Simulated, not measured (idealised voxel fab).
process module | voxel self aligned vias
cross-section cut | 250 nm wide | cells 5 nm
A cross-section is a grid of square cells, given in bands from the top down. A band is one or more rows of cells.
Each band's line starts with the height of the band's top and of its bottom, in nm. Then come its materials from left to right, each with its width in nm. One material with "throughout" fills the band from edge to edge. "air" is empty space.
Height 0 is the level under which the wafer as received is all one material. The lowest band goes on downwards, as in "0 down".
A width such as "30 to 40" changes by the same amount from each row of cells to the next, from the band's top row to its bottom row.
"no change" after a step means that no cell of the cross-section changed.
closed voids: empty space of 8 cells or more with no open way to the top, each as width x height at its distance from the left edge, in nm
after a step's settings: what the simulator itself notes on the step
overlay nm, on a step with a mask: how far to the right of its planned place the mask lay; to the left if negative
plan
1 op RECEIVE | material Si
2 op CONFORMAL_DEP | material SiO2 | thk nm 15
3 op CONFORMAL_DEP | material SiCN | thk nm 5
4 op DIRECTIONAL_DEP | material SiO2 | thk nm 20
5 op MASKED_ETCH | tone open | mask id LINES | width nm 20 | pitch nm 60 | etch materials SiO2 | depth nm 20 | overlay nm 0
6 op CONFORMAL_DEP | material TiN | thk nm 5
7 op FILL_DEP | material Ru | thk nm 5
8 op CMP | height nm 40
9 op SELECTIVE_ETCH | etch materials W Ru TiN | depth nm 10
10 op FILL_DEP | material SiN | thk nm 5
11 op CMP | height nm 40
12 op DIRECTIONAL_DEP | material SiO2 | thk nm 15
13 op PATTERN | tone open | mask id VIAS | material resist | width nm 30 | pitch nm 120 | thk nm 20 | overlay nm 0
14 op DIRECTIONAL_ETCH | etch materials SiO2 | depth nm 15
15 op DIRECTIONAL_ETCH | etch materials SiN | depth nm 10
16 op STRIP | etch materials resist
17 op CONFORMAL_DEP | material TiN | thk nm 5
18 op FILL_DEP | material Ru | thk nm 10
19 op CMP | height nm 55
20 op CONFORMAL_DEP | material SiN | thk nm 5
as received, after step 1
  0 down: Si throughout
  closed voids: none
a wafer at the end: this start, this plan, one mistake
  60 to 55: SiN throughout
  55 to 45: SiO2 45 | TiN 5 | Ru 30 | TiN 5 | SiO2 80 | TiN 5 | Ru 30 | TiN 5 | SiO2 45
  45 to 40: SiO2 45 | TiN 15 | Ru 10 | TiN 15 | SiO2 80 | TiN 15 | Ru 10 | TiN 15 | SiO2 45
  40 to 35: SiO2 55 | TiN 5 | Ru 10 | TiN 5 | SiO2 40 | SiN 20 | SiO2 40 | TiN 5 | Ru 10 | TiN 5 | SiO2 55
  35 to 30: SiO2 55 | TiN 20 | SiO2 40 | SiN 20 | SiO2 40 | TiN 20 | SiO2 55
  30 to 25: SiO2 55 | TiN 5 | Ru 10 | TiN 5 | SiO2 40 | TiN 5 | Ru 10 | TiN 5 | SiO2 40 | TiN 5 | Ru 10 | TiN 5 | SiO2 55
  25 to 20: SiO2 55 | TiN 20 | SiO2 40 | TiN 20 | SiO2 40 | TiN 20 | SiO2 55
  20 to 15: SiCN throughout
  15 to 0: SiO2 throughout
  0 down: Si throughout
  closed voids: none
what went wrong: step 13 ran as: op PATTERN | tone open | mask id VIAS | material resist | width nm 40 | pitch nm 120 | thk nm 20 | overlay nm 0
